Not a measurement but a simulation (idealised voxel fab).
voxel self aligned contacts: a process module
The cross-section on display is named cut; it measures 245 nm wide, and its cells are 5 nm squares.
Bands, listed from the top down, are how a cross-section gets written in this document; the cross-section itself is a grid of square cells, and a band is one or more rows of them.
Heights first: top, then bottom, in nm. Then materials, left to right, each with a width in nm. "everywhere" on a single material: fills the band edge to edge. "empty": empty space.
Counting heights begins at 0, where everything beneath is, in the wafer as received, one material. The lowest band has no bottom; it goes on downwards, as "from 0 down" shows.
The expression "30..40" gives the width at the extremes of the band, the first number at its top row of cells and the second at its bottom row, with the width changing by equal amounts from each row to the next in between.
When a step is marked "left unchanged", none of the cells in the cross-section changed during that step.
Closed-off voids of 8+ cells (no open route to the top) go in "Fully sealed cavities", written width x height at distance from the left edge, in nm.
Text after the settings on a step's line: the simulator's own remark on that step.
When a step includes a mask, the "overlay nm" setting on its line states how far to the right of its planned place that mask lay, and negative values state how far to the left.

### Set out below are the planned steps of the process
1: RECEIVE | material Si
2: CONFORMAL_DEP | material SiO2 | thk nm 5
3: DIRECTIONAL_DEP | material polySi | thk nm 30
4: DIRECTIONAL_DEP | material SiN | thk nm 20
5: PATTERN | tone cover | mask id GATE | material resist | width nm 30 | pitch nm 70 | thk nm 20 | overlay nm 0
6: DIRECTIONAL_ETCH | etch materials SiN | depth nm 20
7: DIRECTIONAL_ETCH | etch materials polySi | depth nm 30
8: STRIP | etch materials resist
9: CONFORMAL_DEP | material SiN | thk nm 10
10: DIRECTIONAL_ETCH | etch materials SiN | depth nm 10
11: FILL_DEP | material SiO2 | thk nm 10
12: CMP | height nm 60
13: PATTERN | tone open | mask id CONTACT | material resist | width nm 50 | pitch nm 70 | thk nm 20 | overlay nm 0
14: DIRECTIONAL_ETCH | etch materials SiO2 | depth nm 60
15: STRIP | etch materials resist
16: CONFORMAL_DEP | material TiN | thk nm 5
17: FILL_DEP | material Ru | thk nm 5
18: CMP | height nm 60
19: CONFORMAL_DEP | material SiCN | thk nm 5

### This is the cross-section of the wafer as we received it, i.e. after step 1
    from 0 down | Si everywhere
    Fully sealed cavities: none

### Starting wafer: above. Plan: above. Run: one mistake. Cross-section after the module: below
    from 65 to 60 | SiCN everywhere
    from 60 to 55 | Ru 20 nm / TiN 40 nm / SiO2 50 nm / TiN 20 nm / SiO2 50 nm / TiN 40 nm / Ru 25 nm
    from 55 to 35 | Ru 20 nm / TiN 5 nm / SiN 50 nm / SiO2 20 nm / SiN 50 nm / SiO2 20 nm / SiN 50 nm / TiN 5 nm / Ru 25 nm
    from 35 to 5 | Ru 20 nm / TiN 5 nm / SiN 10 nm / polySi 30 nm / SiN 10 nm / SiO2 20 nm / SiN 10 nm / polySi 30 nm / SiN 10 nm / SiO2 20 nm / SiN 10 nm / polySi 30 nm / SiN 10 nm / TiN 5 nm / Ru 25 nm
    from 5 to 0 | TiN 25 nm / SiO2 190 nm / TiN 30 nm
    from 0 down | Si everywhere
    Fully sealed cavities: none
In executing the process, a mistake was made relative to the plan: step 13 ran with different settings than intended, the actual operation and settings being PATTERN | tone cover | mask id CONTACT | material resist | width nm 50 | pitch nm 70 | thk nm 20 | overlay nm 0
